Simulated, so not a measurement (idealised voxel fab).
Title: Process Module voxel lift off
It is cross-section cut that appears here, measuring 250 nm in width, its square cells being 5 nm in size.
This document writes a cross-section as a grid whose cells are square, and gives it as bands, listed from the top down; one or more rows of cells form a band.
Look at the band entry: it leads with the top's height and the bottom's height in nm. Then it lists the materials left to right, with a width in nm for each. The word "throughout" on a single material says that material fills the band edge to edge. The word "blank" is empty space.
Below 0: as-received wafer, all one material; heights counted from there. Lowest band: no bottom, goes on down, written "z 0 and below".
With a width like "30->40", each row of cells in the band differs from the next by the same amount, the top row carrying the first number and the bottom row the second.
A step reported as "no change" is a step in which no cell of the cross-section changed.
If an empty space has no open way to the top and is at least 8 cells in size, "Voids, fully enclosed" lists it, written width x height at distance, where distance is measured from the left edge and every value is in nm.
Heads up: the bit after the settings on a step's line is the simulator's remark on that step.
overlay nm: mask offset rightward from planned place, masked step; negative means leftward offset.

### The planned process steps are enumerated hereunder
- 1: op RECEIVE | material Si
- 2: op CONFORMAL_DEP | material SiO2 | thk nm 15
- 3: op PATTERN | tone open | mask id LINES | material resist | width nm 30 | pitch nm 55 | thk nm 30 | overlay nm 0
- 4: op DIRECTIONAL_DEP | material Ru | thk nm 15
- 5: op STRIP | etch materials resist
- 6: op CONFORMAL_DEP | material SiO2 | thk nm 10

### First wafer, two in total, run as planned

### Wafer as received: cross-section following step 1
	z 0 and below = Si throughout
	Voids, fully enclosed: none

### You're looking at a cross-section of the wafer after step 2
	z 15 to 0 = SiO2 throughout
	below 0: unchanged

### You're looking at a cross-section of the wafer after step 3
	z 45 to 15 = resist 80 nm | blank 30 nm | resist 25 nm | blank 30 nm | resist 85 nm
	below 15: unchanged

### You're looking at a cross-section of the wafer after step 4
	z 60 to 45 = Ru 80 nm | blank 30 nm | Ru 25 nm | blank 30 nm | Ru 85 nm
	z 45 to 30 = resist 80 nm | blank 30 nm | resist 25 nm | blank 30 nm | resist 85 nm
	z 30 to 15 = resist 80 nm | Ru 30 nm | resist 25 nm | Ru 30 nm | resist 85 nm
	below 15: unchanged

### You're looking at a cross-section of the wafer after step 5
	z 30 to 15 = blank 80 nm | Ru 30 nm | blank 25 nm | Ru 30 nm | blank 85 nm
	below 15: unchanged

### You're looking at a cross-section of the wafer after step 6
	z 40 to 30 = blank 70 nm | SiO2 50 nm | blank 5 nm | SiO2 50 nm | blank 75 nm
	z 30 to 25 = blank 70 nm | SiO2 10 nm | Ru 30 nm | SiO2 10 nm | blank 5 nm | SiO2 10 nm | Ru 30 nm | SiO2 10 nm | blank 75 nm
	z 25 to 15 = SiO2 80 nm | Ru 30 nm | SiO2 25 nm | Ru 30 nm | SiO2 85 nm
	below 15: unchanged

### Notes, second wafer: start = first wafer's, plan = first wafer's, execution had one mistake; history identical to first through step 5

Cross-sectional representation of the second wafer at the time designated in the plan for the completion of step 6: no change
Deviation noted in wafer processing: step 6 of the plan never got run, it was skipped over
Final comparison by cell count, materials where the second wafer has more or fewer than the first: SiO2: 124 fewer
